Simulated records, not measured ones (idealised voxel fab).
Name of the process module below: voxel spacer lines
cross-section cut | 185 nm wide | cells 5 nm
Heads up, the way a cross-section reads in here is a grid of square cells, handed over as bands from the top down, with every band being one or more rows of cells.
Per band: top height and bottom height in nm, followed by the left-to-right materials and their widths in nm; "throughout" marks a single material spanning edge to edge, "empty" marks empty space.
Height reference: 0 = level under which incoming wafer is all one material. Lowest band: no bottom, runs on downward, e.g. "0..down".
Width: "30->40" (first number = top row, second number = bottom row, same change from row to row of cells).
When a step is marked "nothing got changed", none of the cells in the cross-section changed during that step.
"Unvented cavities": sealed empty spaces, 8 cells or more, no open way to top, listed width x height at distance, with distance from the left edge and width, height and distance in nm.
Whatever follows a step's settings on its line is a remark the simulator itself makes about that step.
overlay nm, on a step with a mask: how far to the right of its planned place the mask lay; to the left if negative

[Process steps - plan]
1. RECEIVE: material Si
2. CONFORMAL_DEP: material Al2O3, thk nm 10
3. DIRECTIONAL_DEP: material W, thk nm 15
4. DIRECTIONAL_DEP: material aC, thk nm 20
5. PATTERN: tone cover, mask id MANDREL, material resist, width nm 15, pitch nm 50, thk nm 30, overlay nm 0
6. DIRECTIONAL_ETCH: etch materials aC, depth nm 20
7. STRIP: etch materials resist
8. CONFORMAL_DEP: material SiN, thk nm 10
9. DIRECTIONAL_ETCH: etch materials SiN, depth nm 10
10. STRIP: etch materials aC
11. DIRECTIONAL_ETCH: etch materials W, depth nm 15
12. STRIP: etch materials SiN
13. FILL_DEP: material SiO2, thk nm 10
14. CMP: height nm 25

[Cross-section: wafer on arrival = after step 1]
  0..down: Si throughout
  Unvented cavities: none

[The following cross-section depicts the wafer upon conclusion of the module. Processing commenced from the starting condition illustrated above and adhered to the plan illustrated above, save for one mistake in execution]
  25..15: SiO2 throughout
  15..0: SiO2 25 nm  W 10 nm  SiO2 15 nm  W 10 nm  SiO2 15 nm  W 10 nm  SiO2 15 nm  W 10 nm  SiO2 15 nm  W 10 nm  SiO2 15 nm  W 10 nm  SiO2 25 nm
  0..down: Si throughout
  Unvented cavities: none
Which mistake was made when the wafer was run? plan step 2 never ran because it was skipped
